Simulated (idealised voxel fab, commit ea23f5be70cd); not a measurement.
Module name: voxel quadruple lines (process module)
Pictured: cross-section cut, 270 nm wide, on a grid of 5 nm square cells.
Cross-sections here: square-cell grids, written as top-down lists of bands, a band being one or more rows of cells. Heights first: top, then bottom, in nm. Then materials, left to right, each with a width in nm. "everywhere" on a single material: fills the band edge to edge. "blank": empty space. Height is counted from the level 0, under which the received wafer is composed throughout of one material. The lowest of the bands is not closed at the bottom but continues downward, in the notation "top 0, no bottom". Width "30..40": first value at the band's top row of cells, second value at its bottom row, equal change from row to row. "no change occurred" after a step means that no cell of the cross-section changed. "Sealed cavities" lists enclosed empty spaces (at least 8 cells, no open path upward to the top), each as width x height at distance from the left edge, in nm. Anything after a step's settings on that line? It's the simulator's own note about the step. The line of a step may include "overlay nm". On a step with a mask, this value is how far to the right of its planned place the mask lay. A negative value means the mask lay to the left.
# Process steps - plan
- 1: RECEIVE (material Si)
- 2: CONFORMAL_DEP (material SiO2; thk nm 5)
- 3: DIRECTIONAL_DEP (material W; thk nm 15)
- 4: DIRECTIONAL_DEP (material polySi; thk nm 15)
- 5: DIRECTIONAL_DEP (material aC; thk nm 25)
- 6: PATTERN (tone cover; mask id MANDREL; material resist; width nm 30; pitch nm 80; thk nm 35; overlay nm 0)
- 7: DIRECTIONAL_ETCH (etch materials aC; depth nm 25)
- 8: STRIP (etch materials resist)
- 9: CONFORMAL_DEP (material SiO2; thk nm 10)
- 10: DIRECTIONAL_ETCH (etch materials SiO2; depth nm 10)
- 11: STRIP (etch materials aC)
- 12: DIRECTIONAL_ETCH (etch materials polySi; depth nm 15)
- 13: STRIP (etch materials SiO2)
- 14: CONFORMAL_DEP (material SiCN; thk nm 10)
- 15: DIRECTIONAL_ETCH (etch materials SiCN; depth nm 10)
- 16: STRIP (etch materials polySi)
- 17: DIRECTIONAL_ETCH (etch materials W; depth nm 15)
- 18: STRIP (etch materials SiCN)
# Cross-section of the wafer at receipt, which is the condition after step 1
- top 0, no bottom  Si everywhere
- Sealed cavities: none
# Below is the wafer in cross-section after the module was completed. It began from the starting point shown above and followed the plan shown above, except that one mistake was made while running it
- top 15, bottom 0  blank (60); W (10); blank (10); W (10); blank (10); W (10); blank (10); W (10); blank (10); W (10); blank (10); W (10); blank (10); W (10); blank (10); W (10); blank (60)
- top 0, no bottom  Si everywhere
- Sealed cavities: none
Run error: plan step 2: skipped, not run
